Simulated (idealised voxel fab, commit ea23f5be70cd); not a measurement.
The document below concerns the process module designated voxel self aligned contacts.
We display cut, a cross-section 155 nm in width whose square cells are each 5 nm.
Cross-section layout: square cells on a grid; listed as bands, top to bottom; a band spans one or more cell rows.
Heights first: top, then bottom, in nm. Then materials, left to right, each with a width in nm. "edge to edge" on a single material: fills the band edge to edge. "air": empty space.
Note: height 0 marks the level under which the wafer is uniformly one material as received. Lowest band unbounded below, written "top 0, no bottom".
So if you see something like "30 to 40" for the width, read it as the top row of the band sitting at the first number and the bottom row at the second, with every row in between moving by the same amount as the last.
"same as before" for a step: no cell of the cross-section changed in that step.
Heads up: "Fully sealed cavities" only lists the empty pockets with no open path to the top that are 8 cells or more, and it writes them as width x height at distance, distance from the left edge, in nm.
What comes after the settings on a step's line is commentary from the simulator itself on that step.
On any step carrying a mask, the "overlay nm" setting, if present on the step's line, tells how far right of its planned place the mask lay; negative values point to the left.

These are the steps we planned for the process
step 1: op RECEIVE | material Si
step 2: op OXIDIZE | depth nm 5
step 3: op DIRECTIONAL_DEP | material polySi | thk nm 20
step 4: op DIRECTIONAL_DEP | material SiN | thk nm 25
step 5: op MASKED_ETCH | tone cover | mask id GATE | width nm 35 | pitch nm 75 | etch materials SiN | depth nm 25 | overlay nm 0
step 6: op MASKED_ETCH | tone cover | mask id GATE | width nm 35 | pitch nm 75 | etch materials polySi | depth nm 20 | overlay nm 0
step 7: op CONFORMAL_DEP | material SiN | thk nm 10
step 8: op DIRECTIONAL_ETCH | etch materials SiN | depth nm 10
step 9: op FILL_DEP | material SiO2 | thk nm 15
step 10: op CMP | height nm 50
step 11: op DIRECTIONAL_DEP | material aC | thk nm 10
step 12: op PATTERN | tone open | mask id CONTACT | material resist | width nm 60 | thk nm 25 | overlay nm 0
step 13: op DIRECTIONAL_ETCH | etch materials aC | depth nm 10
step 14: op STRIP | etch materials resist
step 15: op DIRECTIONAL_ETCH | etch materials SiO2 | depth nm 55
step 16: op STRIP | etch materials aC
step 17: op CONFORMAL_DEP | material TiN | thk nm 5
step 18: op FILL_DEP | material W | thk nm 5
step 19: op CMP | height nm 50
step 20: op CONFORMAL_DEP | material SiCN | thk nm 5

Cross-section: wafer on arrival = after step 1
top 0, no bottom  Si edge to edge
Fully sealed cavities: none

Post-module cross-section of the first of two wafers (run per plan)
top 55, bottom 50  SiCN edge to edge
top 50, bottom 45  45 of SiO2, then 25 of TiN, then 10 of W, then 25 of TiN, then 50 of SiO2
top 45, bottom 20  10 of SiO2, then 55 of SiN, then 5 of TiN, then 10 of W, then 5 of TiN, then 55 of SiN, then 15 of SiO2
top 20, bottom 0  10 of SiO2, then 10 of SiN, then 35 of polySi, then 10 of SiN, then 5 of TiN, then 10 of W, then 5 of TiN, then 10 of SiN, then 35 of polySi, then 10 of SiN, then 15 of SiO2
top 0, bottom -5  65 of SiO2, then 20 of TiN, then 70 of SiO2
top -5, no bottom  Si edge to edge
Fully sealed cavities: none

This is the second of the two wafers, cross-sectioned at the end of the module; it started exactly like the first and was given the same plan, but it was run with one mistake
top 65, bottom 50  SiCN edge to edge
top 50, bottom 45  45 of SiO2, then 25 of TiN, then 10 of W, then 25 of TiN, then 50 of SiO2
top 45, bottom 20  10 of SiO2, then 55 of SiN, then 5 of TiN, then 10 of W, then 5 of TiN, then 55 of SiN, then 15 of SiO2
top 20, bottom 0  10 of SiO2, then 10 of SiN, then 35 of polySi, then 10 of SiN, then 5 of TiN, then 10 of W, then 5 of TiN, then 10 of SiN, then 35 of polySi, then 10 of SiN, then 15 of SiO2
top 0, bottom -5  65 of SiO2, then 20 of TiN, then 70 of SiO2
top -5, no bottom  Si edge to edge
Fully sealed cavities: none
The mistake made against the process plan was this: step 20 did not use the planned setting and instead ran as op CONFORMAL_DEP | material SiCN | thk nm 15
The closing comparison, in cells, has the second wafer with more or fewer of some materials than the first: SiCN: 62 more
